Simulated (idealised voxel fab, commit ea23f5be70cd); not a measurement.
voxel fin reveal: a process module
FYI the section here is cut, 245 nm wide, cells are 5 nm squares.
Cross-section layout: square cells on a grid; listed as bands, top to bottom; a band spans one or more cell rows. What a band's entry tells you: where the top is and where the bottom is, as heights in nm, and after that what lies inside, material by material from left to right, each with its width in nm. Empty space is written as the word "empty", and a single material marked with the word "all across" occupies the band from edge to edge. Heads up on the height convention: 0 is the point under which the incoming wafer is all one material, and the lowest band has no bottom, it just keeps going down, like "0..down". Top row gets the first number, bottom row gets the second, and each row in between changes by the same step: that is how a band width like "30->40" works. Basically "left unchanged" means that step didn't change any cell in the cross-section. Basically, "Fully enclosed voids" tells you about the enclosed voids: empty spaces with no open way to the top, 8 cells or bigger, each written width x height at distance, where distance is from the left edge, all in nm. Whatever follows a step's settings on its line is a remark the simulator itself makes about that step. If you see "overlay nm" on a step's line and that step has a mask, it's telling you how far right of where it was planned the mask ended up; a negative number means it went left instead.
Set out below are the planned steps of the process
1: op RECEIVE | material Si
2: op CONFORMAL_DEP | material SiN | thk nm 5
3: op MASKED_ETCH | tone cover | mask id FINS | width nm 15 | pitch nm 45 | etch materials SiN | depth nm 5 | overlay nm 0
4: op MASKED_ETCH | tone cover | mask id FINS | width nm 15 | pitch nm 45 | etch materials Si | depth nm 30 | overlay nm 0
5: op OXIDIZE | depth nm 5
6: op FILL_DEP | material SiO2 | thk nm 10
7: op CMP | height nm 5
8: op SELECTIVE_ETCH | etch materials SiO2 | depth nm 20
9: op STRIP | etch materials SiN
10: op CONFORMAL_DEP | material HfO2 | thk nm 5
First of two wafers - as planned
So this is the incoming wafer in cross-section - it's already been through step 1
- 0..down: Si all across
- Fully enclosed voids: none
The following cross-section depicts the wafer upon completion of step 2
- 5..0: SiN all across
- Everything under 0 stays put, no change at all.
The following cross-section depicts the wafer upon completion of step 3
- 5..0: empty=70  SiN=15  empty=30  SiN=15  empty=30  SiN=15  empty=70
- Everything under 0 stays put, no change at all.
The following cross-section depicts the wafer upon completion of step 4
- 5..0: empty=70  SiN=15  empty=30  SiN=15  empty=30  SiN=15  empty=70
- 0..-30: empty=70  Si=15  empty=30  Si=15  empty=30  Si=15  empty=70
- Everything under -30 stays put, no change at all.
The following cross-section depicts the wafer upon completion of step 5
- 5..0: empty=70  SiN=15  empty=30  SiN=15  empty=30  SiN=15  empty=70
- 0..-30: empty=70  SiO2=5  Si=5  SiO2=5  empty=30  SiO2=5  Si=5  SiO2=5  empty=30  SiO2=5  Si=5  SiO2=5  empty=70
- -30..-35: SiO2=75  Si=5  SiO2=40  Si=5  SiO2=40  Si=5  SiO2=75
- Everything under -35 stays put, no change at all.
The following cross-section depicts the wafer upon completion of step 6
- 15..5: SiO2 all across
- 5..0: SiO2=70  SiN=15  SiO2=30  SiN=15  SiO2=30  SiN=15  SiO2=70
- 0..-35: SiO2=75  Si=5  SiO2=40  Si=5  SiO2=40  Si=5  SiO2=75
- Everything under -35 stays put, no change at all.
The following cross-section depicts the wafer upon completion of step 7
- 5..0: SiO2=70  SiN=15  SiO2=30  SiN=15  SiO2=30  SiN=15  SiO2=70
- Everything under 0 stays put, no change at all.
The following cross-section depicts the wafer upon completion of step 8
- 5..0: empty=70  SiN=15  empty=30  SiN=15  empty=30  SiN=15  empty=70
- 0..-15: empty=75  Si=5  empty=40  Si=5  empty=40  Si=5  empty=75
- Everything under -15 stays put, no change at all.
The following cross-section depicts the wafer upon completion of step 9
- 0..-15: empty=75  Si=5  empty=40  Si=5  empty=40  Si=5  empty=75
- Everything under -15 stays put, no change at all.
The following cross-section depicts the wafer upon completion of step 10
- 5..0: empty=70  HfO2=15  empty=30  HfO2=15  empty=30  HfO2=15  empty=70
- 0..-10: empty=70  HfO2=5  Si=5  HfO2=5  empty=30  HfO2=5  Si=5  HfO2=5  empty=30  HfO2=5  Si=5  HfO2=5  empty=70
- -10..-15: HfO2=75  Si=5  HfO2=40  Si=5  HfO2=40  Si=5  HfO2=75
- Everything under -15 stays put, no change at all.
Wafer two of the pair: same origin, same plan, one error during the run; identical to wafer one up to and including step 2
Second wafer: cross-section at the scheduled end of step 3
- 5..0: SiN=70  empty=15  SiN=30  empty=15  SiN=30  empty=15  SiN=70
- Everything under 0 stays put, no change at all.
Second wafer: cross-section at the scheduled end of step 4: left unchanged
Second wafer: cross-section at the scheduled end of step 5
- 5..0: SiN=70  empty=15  SiN=30  empty=15  SiN=30  empty=15  SiN=70
- 0..-5: Si=65  SiO2=25  Si=20  SiO2=25  Si=20  SiO2=25  Si=65
- Everything under -5 stays put, no change at all.
Second wafer: cross-section at the scheduled end of step 6
- 15..5: SiO2 all across
- 5..0: SiN=70  SiO2=15  SiN=30  SiO2=15  SiN=30  SiO2=15  SiN=70
- Everything under 0 stays put, no change at all.
Second wafer: cross-section at the scheduled end of step 7
- 5..0: SiN=70  SiO2=15  SiN=30  SiO2=15  SiN=30  SiO2=15  SiN=70
- Everything under 0 stays put, no change at all.
Second wafer: cross-section at the scheduled end of step 8
- 5..0: SiN=70  empty=15  SiN=30  empty=15  SiN=30  empty=15  SiN=70
- 0..-5: Si=65  empty=25  Si=20  empty=25  Si=20  empty=25  Si=65
- Everything under -5 stays put, no change at all.
Second wafer: cross-section at the scheduled end of step 9
- 0..-5: Si=65  empty=25  Si=20  empty=25  Si=20  empty=25  Si=65
- Everything under -5 stays put, no change at all.
Second wafer: cross-section at the scheduled end of step 10
- 5..0: HfO2=70  empty=15  HfO2=30  empty=15  HfO2=30  empty=15  HfO2=70
- 0..-5: Si=65  HfO2=25  Si=20  HfO2=25  Si=20  HfO2=25  Si=65
- Everything under -5 stays put, no change at all.
Which mistake was made when the wafer was run? step 3 off recipe, ran as op MASKED_ETCH | tone open | mask id FINS | width nm 15 | pitch nm 45 | etch materials SiN | depth nm 5 | overlay nm 0
Bottom line after processing is that, in cells, the second wafer is up or down on some materials versus the first: -12 HfO2 | +307 Si | -184 SiO2
